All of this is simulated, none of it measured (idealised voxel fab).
Herein follows the process module entitled voxel self aligned vias.
Section cut is 155 nm wide and gridded with 5 nm square cells.
In what follows, cross-sections appear as grids of square cells, described through bands that run from the top down, where every band is one or more rows of cells. It is stipulated that each band's entry specify, in nanometres, the height of the top of the band and then that of its bottom, followed by the materials of the band in left-to-right sequence, each together with its width in nanometres. A single material marked by the word "everywhere" is understood to fill the band from edge to edge; the word "blank" is understood to denote empty space. Height datum 0, below which the as-received substrate wafer is one material. Lowest band open at the bottom, running downward: "from 0 down". When a width is written as two numbers, as in "30->40", the first number is the width in the top row of cells of the band and the second is the width in its bottom row, and the width changes by the same amount from each row to the next. Basically "no alterations made" means that step didn't change any cell in the cross-section. Each empty space that has no open way to the top and spans at least 8 cells appears under "Sealed cavities" as width x height at distance, the distance counted from the left edge, all in nm. On a step's line, text after the settings is the simulator commenting on that step. A step line may carry the setting "overlay nm", which, for steps involving a mask, states the distance by which the mask lay to the right of its intended position; negative values denote displacement to the left.
Planned step list for the process:
1,RECEIVE,material Si
2,CONFORMAL_DEP,material SiO2,thk nm 10
3,CONFORMAL_DEP,material SiCN,thk nm 5
4,DIRECTIONAL_DEP,material lowk,thk nm 25
5,MASKED_ETCH,tone open,mask id LINES,width nm 20,pitch nm 45,etch materials lowk,depth nm 25,overlay nm 0
6,CONFORMAL_DEP,material TiN,thk nm 5
7,FILL_DEP,material W,thk nm 5
8,CMP,height nm 40
9,SELECTIVE_ETCH,etch materials W Ru TiN,depth nm 5
10,FILL_DEP,material SiN,thk nm 10
11,CMP,height nm 40
12,DIRECTIONAL_DEP,material lowk,thk nm 20
13,PATTERN,tone open,mask id VIAS,material resist,width nm 30,pitch nm 45,thk nm 15,overlay nm 0
14,DIRECTIONAL_ETCH,etch materials lowk,depth nm 20
15,DIRECTIONAL_ETCH,etch materials SiN,depth nm 5
16,STRIP,etch materials resist
17,CONFORMAL_DEP,material TiN,thk nm 5
18,FILL_DEP,material W,thk nm 10
19,CMP,height nm 60
20,CONFORMAL_DEP,material SiN,thk nm 5
The cross-section here shows the wafer as received, i.e. in its state after step 1:
	from 0 down | Si everywhere
	Sealed cavities: none
The cross-section shown corresponds to the wafer at the conclusion of the module. The initial structure and the process plan are those presented above; however, one mistake occurred in executing the plan:
	from 65 to 60 | SiN everywhere
	from 60 to 40 | W everywhere
	from 40 to 35 | 20 of lowk, then 20 of SiN, then 25 of lowk, then 20 of SiN, then 25 of lowk, then 20 of SiN, then 25 of lowk
	from 35 to 20 | 20 of lowk, then 5 of TiN, then 10 of W, then 5 of TiN, then 25 of lowk, then 5 of TiN, then 10 of W, then 5 of TiN, then 25 of lowk, then 5 of TiN, then 10 of W, then 5 of TiN, then 25 of lowk
	from 20 to 15 | 20 of lowk, then 20 of TiN, then 25 of lowk, then 20 of TiN, then 25 of lowk, then 20 of TiN, then 25 of lowk
	from 15 to 10 | SiCN everywhere
	from 10 to 0 | SiO2 everywhere
	from 0 down | Si everywhere
	Sealed cavities: none
It is concluded that the wafer was processed incorrectly with respect to the plan, in that step 12 did not use the planned setting and instead ran as DIRECTIONAL_DEP,material W,thk nm 20
